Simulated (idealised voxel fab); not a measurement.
The process module presented herein is designated voxel capacitor over wiring.
Cross-sectional view cut (width: 255 nm; square cell size: 5 nm).
Cross-section format: a grid of square cells, given as bands from top to bottom; each band is one or more rows of cells.
This entry defines a band. It first specifies the height of the band's top and the height of its bottom in nm, and then specifies the band's materials from left to right, stating each material with its width in nm. The word "edge to edge" identifies a single material that fills the band from edge to edge, while the word "blank" identifies empty space.
We count height from 0. Below that, the starting wafer is all one material. The lowest band never ends at the bottom but goes on down; see "0 nm and below" for how that is written.
Quick explanation for "30->40": the width changes in equal steps down the rows of cells, from the first number in the band's top row to the second number in its bottom row.
For the purposes of this document, the phrase "left unchanged" attached to a step denotes that no cell within the cross-section was modified by that step.
Entry "Cavities, sealed" = empty spaces >= 8 cells with no open way to the top; each as width x height at distance, distance from left edge, all nm.
What comes after the settings on a step's line is commentary from the simulator itself on that step.
When a step includes a mask, the "overlay nm" setting on its line states how far to the right of its planned place that mask lay, and negative values state how far to the left.

This section lists the process steps that were planned
1. RECEIVE | material Si
2. CONFORMAL_DEP | material SiO2 | thk nm 15
3. DIRECTIONAL_DEP | material TiN | thk nm 5
4. DIRECTIONAL_DEP | material W | thk nm 15
5. PATTERN | tone cover | mask id METAL_1 | material resist | width nm 20 | pitch nm 70 | thk nm 15 | overlay nm 0
6. DIRECTIONAL_ETCH | etch materials W | depth nm 15
7. DIRECTIONAL_ETCH | etch materials TiN | depth nm 5
8. STRIP | etch materials resist
9. CONFORMAL_DEP | material SiN | thk nm 5
10. FILL_DEP | material lowk | thk nm 10
11. CMP | height nm 35
12. CONFORMAL_DEP | material SiCN | thk nm 5
13. DIRECTIONAL_DEP | material lowk | thk nm 20
14. DIRECTIONAL_DEP | material aC | thk nm 10
15. PATTERN | tone open | mask id PLUG_1 | material resist | width nm 15 | thk nm 25 | overlay nm 0
16. DIRECTIONAL_ETCH | etch materials aC | depth nm 10
17. STRIP | etch materials resist
18. DIRECTIONAL_ETCH | etch materials lowk | depth nm 20
19. DIRECTIONAL_ETCH | etch materials SiCN | depth nm 5
20. STRIP | etch materials aC
21. CONFORMAL_DEP | material TiN | thk nm 5
22. FILL_DEP | material Ru | thk nm 10
23. CMP | height nm 60
24. DIRECTIONAL_DEP | material TiN | thk nm 10
25. DIRECTIONAL_DEP | material SiN | thk nm 5
26. DIRECTIONAL_DEP | material TiN | thk nm 5
27. PATTERN | tone cover | mask id UPPER_PLATE | material resist | width nm 55 | thk nm 20 | overlay nm 0
28. DIRECTIONAL_ETCH | etch materials TiN | depth nm 5
29. DIRECTIONAL_ETCH | etch materials SiN | depth nm 5
30. STRIP | etch materials resist
31. MASKED_ETCH | tone cover | mask id LOWER_PLATE | width nm 65 | etch materials TiN | depth nm 10 | overlay nm 0
32. FILL_DEP | material SiO2 | thk nm 15
33. CMP | height nm 90
34. DIRECTIONAL_DEP | material aC | thk nm 15
35. PATTERN | tone open | mask id PLUG_2 | material resist | width nm 15 | thk nm 30 | overlay nm 0
36. DIRECTIONAL_ETCH | etch materials aC | depth nm 15
37. STRIP | etch materials resist
38. DIRECTIONAL_ETCH | etch materials SiO2 | depth nm 10
39. STRIP | etch materials aC
40. CONFORMAL_DEP | material TiN | thk nm 5
41. FILL_DEP | material Ru | thk nm 5
42. CMP | height nm 90
43. CONFORMAL_DEP | material SiCN | thk nm 5

Of two wafers, the first: run according to plan

As received (post step 1): cross-section
0 nm and below | Si edge to edge
Cavities, sealed: none

Step 2 complete: cross-section through the wafer
15 nm to 0 nm | SiO2 edge to edge
All layers under 0 are left as they were.

Step 3 complete: cross-section through the wafer
20 nm to 15 nm | TiN edge to edge
All layers under 15 are left as they were.

Step 4 complete: cross-section through the wafer
35 nm to 20 nm | W edge to edge
All layers under 20 are left as they were.

Step 5 complete: cross-section through the wafer
50 nm to 35 nm | blank=80 / resist=20 / blank=50 / resist=20 / blank=85
All layers under 35 are left as they were.

Step 6 complete: cross-section through the wafer
50 nm to 35 nm | blank=80 / resist=20 / blank=50 / resist=20 / blank=85
35 nm to 20 nm | blank=80 / W=20 / blank=50 / W=20 / blank=85
All layers under 20 are left as they were.

Step 7 complete: cross-section through the wafer
50 nm to 35 nm | blank=80 / resist=20 / blank=50 / resist=20 / blank=85
35 nm to 20 nm | blank=80 / W=20 / blank=50 / W=20 / blank=85
20 nm to 15 nm | blank=80 / TiN=20 / blank=50 / TiN=20 / blank=85
All layers under 15 are left as they were.

Step 8 complete: cross-section through the wafer
35 nm to 20 nm | blank=80 / W=20 / blank=50 / W=20 / blank=85
All layers under 20 are left as they were.

Step 9 complete: cross-section through the wafer
40 nm to 35 nm | blank=75 / SiN=30 / blank=40 / SiN=30 / blank=80
35 nm to 20 nm | blank=75 / SiN=5 / W=20 / SiN=5 / blank=40 / SiN=5 / W=20 / SiN=5 / blank=80
20 nm to 15 nm | SiN=80 / TiN=20 / SiN=50 / TiN=20 / SiN=85
All layers under 15 are left as they were.

Step 10 complete: cross-section through the wafer
50 nm to 40 nm | lowk edge to edge
40 nm to 35 nm | lowk=75 / SiN=30 / lowk=40 / SiN=30 / lowk=80
35 nm to 20 nm | lowk=75 / SiN=5 / W=20 / SiN=5 / lowk=40 / SiN=5 / W=20 / SiN=5 / lowk=80
All layers under 20 are left as they were.

Step 11 complete: cross-section through the wafer
35 nm to 20 nm | lowk=75 / SiN=5 / W=20 / SiN=5 / lowk=40 / SiN=5 / W=20 / SiN=5 / lowk=80
All layers under 20 are left as they were.

Step 12 complete: cross-section through the wafer
40 nm to 35 nm | SiCN edge to edge
All layers under 35 are left as they were.

Step 13 complete: cross-section through the wafer
60 nm to 40 nm | lowk edge to edge
All layers under 40 are left as they were.

Step 14 complete: cross-section through the wafer
70 nm to 60 nm | aC edge to edge
All layers under 60 are left as they were.

Step 15 complete: cross-section through the wafer
95 nm to 70 nm | resist=85 / blank=15 / resist=155
All layers under 70 are left as they were.

Step 16 complete: cross-section through the wafer
85 nm to 70 nm | resist=85 / blank=15 / resist=155
70 nm to 60 nm | aC=85 / blank=15 / aC=155
All layers under 60 are left as they were.

Step 17 complete: cross-section through the wafer
70 nm to 60 nm | aC=85 / blank=15 / aC=155
All layers under 60 are left as they were.

Step 18 complete: cross-section through the wafer
70 nm to 60 nm | aC=85 / blank=15 / aC=155
60 nm to 40 nm | lowk=85 / blank=15 / lowk=155
All layers under 40 are left as they were.

Step 19 complete: cross-section through the wafer
70 nm to 60 nm | aC=85 / blank=15 / aC=155
60 nm to 40 nm | lowk=85 / blank=15 / lowk=155
40 nm to 35 nm | SiCN=85 / blank=15 / SiCN=155
All layers under 35 are left as they were.

Step 20 complete: cross-section through the wafer
60 nm to 40 nm | lowk=85 / blank=15 / lowk=155
All layers under 40 are left as they were.

Step 21 complete: cross-section through the wafer
65 nm to 60 nm | TiN=90 / blank=5 / TiN=160
60 nm to 40 nm | lowk=85 / TiN=5 / blank=5 / TiN=5 / lowk=155
40 nm to 35 nm | SiCN=85 / TiN=15 / SiCN=155
All layers under 35 are left as they were.

Step 22 complete: cross-section through the wafer
75 nm to 65 nm | Ru edge to edge
65 nm to 60 nm | TiN=90 / Ru=5 / TiN=160
60 nm to 40 nm | lowk=85 / TiN=5 / Ru=5 / TiN=5 / lowk=155
All layers under 40 are left as they were.

Step 23 complete: cross-section through the wafer
60 nm to 40 nm | lowk=85 / TiN=5 / Ru=5 / TiN=5 / lowk=155
All layers under 40 are left as they were.

Step 24 complete: cross-section through the wafer
70 nm to 60 nm | TiN edge to edge
All layers under 60 are left as they were.

Step 25 complete: cross-section through the wafer
75 nm to 70 nm | SiN edge to edge
All layers under 70 are left as they were.

Step 26 complete: cross-section through the wafer
80 nm to 75 nm | TiN edge to edge
All layers under 75 are left as they were.

Step 27 complete: cross-section through the wafer
100 nm to 80 nm | blank=85 / resist=55 / blank=115
All layers under 80 are left as they were.

Step 28 complete: cross-section through the wafer
100 nm to 80 nm | blank=85 / resist=55 / blank=115
80 nm to 75 nm | blank=85 / TiN=55 / blank=115
All layers under 75 are left as they were.

Step 29 complete: cross-section through the wafer
100 nm to 80 nm | blank=85 / resist=55 / blank=115
80 nm to 75 nm | blank=85 / TiN=55 / blank=115
75 nm to 70 nm | blank=85 / SiN=55 / blank=115
All layers under 70 are left as they were.

Step 30 complete: cross-section through the wafer
80 nm to 75 nm | blank=85 / TiN=55 / blank=115
All layers under 75 are left as they were.

Step 31 complete: cross-section through the wafer
80 nm to 75 nm | blank=85 / TiN=55 / blank=115
75 nm to 70 nm | blank=85 / SiN=55 / blank=115
70 nm to 60 nm | blank=80 / TiN=65 / blank=110
All layers under 60 are left as they were.

Step 32 complete: cross-section through the wafer
95 nm to 80 nm | SiO2 edge to edge
80 nm to 75 nm | SiO2=85 / TiN=55 / SiO2=115
75 nm to 70 nm | SiO2=85 / SiN=55 / SiO2=115
70 nm to 60 nm | SiO2=80 / TiN=65 / SiO2=110
All layers under 60 are left as they were.

Step 33 complete: cross-section through the wafer
90 nm to 80 nm | SiO2 edge to edge
All layers under 80 are left as they were.

Step 34 complete: cross-section through the wafer
105 nm to 90 nm | aC edge to edge
All layers under 90 are left as they were.

Step 35 complete: cross-section through the wafer
135 nm to 105 nm | resist=95 / blank=15 / resist=145
All layers under 105 are left as they were.

Step 36 complete: cross-section through the wafer
120 nm to 105 nm | resist=95 / blank=15 / resist=145
105 nm to 90 nm | aC=95 / blank=15 / aC=145
All layers under 90 are left as they were.

Step 37 complete: cross-section through the wafer
105 nm to 90 nm | aC=95 / blank=15 / aC=145
All layers under 90 are left as they were.

Step 38 complete: cross-section through the wafer
105 nm to 90 nm | aC=95 / blank=15 / aC=145
90 nm to 80 nm | SiO2=95 / blank=15 / SiO2=145
All layers under 80 are left as they were.

Step 39 complete: cross-section through the wafer
90 nm to 80 nm | SiO2=95 / blank=15 / SiO2=145
All layers under 80 are left as they were.

Step 40 complete: cross-section through the wafer
95 nm to 90 nm | TiN=100 / blank=5 / TiN=150
90 nm to 85 nm | SiO2=95 / TiN=5 / blank=5 / TiN=5 / SiO2=145
85 nm to 75 nm | SiO2=95->85 / TiN=15->55 / SiO2=145->115
All layers under 75 are left as they were.

Step 41 complete: cross-section through the wafer
100 nm to 95 nm | Ru edge to edge
95 nm to 90 nm | TiN=100 / Ru=5 / TiN=150
90 nm to 85 nm | SiO2=95 / TiN=5 / Ru=5 / TiN=5 / SiO2=145
All layers under 85 are left as they were.

Step 42 complete: cross-section through the wafer
90 nm to 85 nm | SiO2=95 / TiN=5 / Ru=5 / TiN=5 / SiO2=145
All layers under 85 are left as they were.

Step 43 complete: cross-section through the wafer
95 nm to 90 nm | SiCN edge to edge
All layers under 90 are left as they were.

The remaining wafer, second of the two, started like the first and was run to the same plan, except that one mistake was made along the way; the two coincide through step 30, inclusive

Cross-section of the second wafer corresponding to the planned conclusion of step 31
80 nm to 75 nm | blank=90 / TiN=50 / blank=115
75 nm to 70 nm | blank=85 / SiN=55 / blank=115
70 nm to 60 nm | blank=85 / TiN=70 / blank=100
All layers under 60 are left as they were.

Cross-section of the second wafer corresponding to the planned conclusion of step 32
95 nm to 80 nm | SiO2 edge to edge
80 nm to 75 nm | SiO2=90 / TiN=50 / SiO2=115
75 nm to 70 nm | SiO2=85 / SiN=55 / SiO2=115
70 nm to 60 nm | SiO2=85 / TiN=70 / SiO2=100
All layers under 60 are left as they were.

Cross-section of the second wafer corresponding to the planned conclusion of step 33
90 nm to 80 nm | SiO2 edge to edge
All layers under 80 are left as they were.

Cross-section of the second wafer corresponding to the planned conclusion of step 34
105 nm to 90 nm | aC edge to edge
All layers under 90 are left as they were.

Cross-section of the second wafer corresponding to the planned conclusion of step 35
135 nm to 105 nm | resist=95 / blank=15 / resist=145
All layers under 105 are left as they were.

Cross-section of the second wafer corresponding to the planned conclusion of step 36
120 nm to 105 nm | resist=95 / blank=15 / resist=145
105 nm to 90 nm | aC=95 / blank=15 / aC=145
All layers under 90 are left as they were.

Cross-section of the second wafer corresponding to the planned conclusion of step 37
105 nm to 90 nm | aC=95 / blank=15 / aC=145
All layers under 90 are left as they were.

Cross-section of the second wafer corresponding to the planned conclusion of step 38
105 nm to 90 nm | aC=95 / blank=15 / aC=145
90 nm to 80 nm | SiO2=95 / blank=15 / SiO2=145
All layers under 80 are left as they were.

Cross-section of the second wafer corresponding to the planned conclusion of step 39
90 nm to 80 nm | SiO2=95 / blank=15 / SiO2=145
All layers under 80 are left as they were.

Cross-section of the second wafer corresponding to the planned conclusion of step 40
95 nm to 90 nm | TiN=100 / blank=5 / TiN=150
90 nm to 85 nm | SiO2=95 / TiN=5 / blank=5 / TiN=5 / SiO2=145
85 nm to 75 nm | SiO2=95->90 / TiN=15->50 / SiO2=145->115
All layers under 75 are left as they were.

Cross-section of the second wafer corresponding to the planned conclusion of step 41
100 nm to 95 nm | Ru edge to edge
95 nm to 90 nm | TiN=100 / Ru=5 / TiN=150
90 nm to 85 nm | SiO2=95 / TiN=5 / Ru=5 / TiN=5 / SiO2=145
All layers under 85 are left as they were.

Cross-section of the second wafer corresponding to the planned conclusion of step 42
90 nm to 85 nm | SiO2=95 / TiN=5 / Ru=5 / TiN=5 / SiO2=145
All layers under 85 are left as they were.

Cross-section of the second wafer corresponding to the planned conclusion of step 43
95 nm to 90 nm | SiCN edge to edge
All layers under 90 are left as they were.
Against the plan, the run slipped here: so step 31 ended up running with a different setting than we planned, it ran as MASKED_ETCH | tone cover | mask id LOWER_PLATE | width nm 65 | etch materials TiN | depth nm 10 | overlay nm 10
Once processing is complete, comparing cell counts shows that the second wafer has more or fewer of certain materials than the first: 1 fewer of SiO2; 1 more of TiN
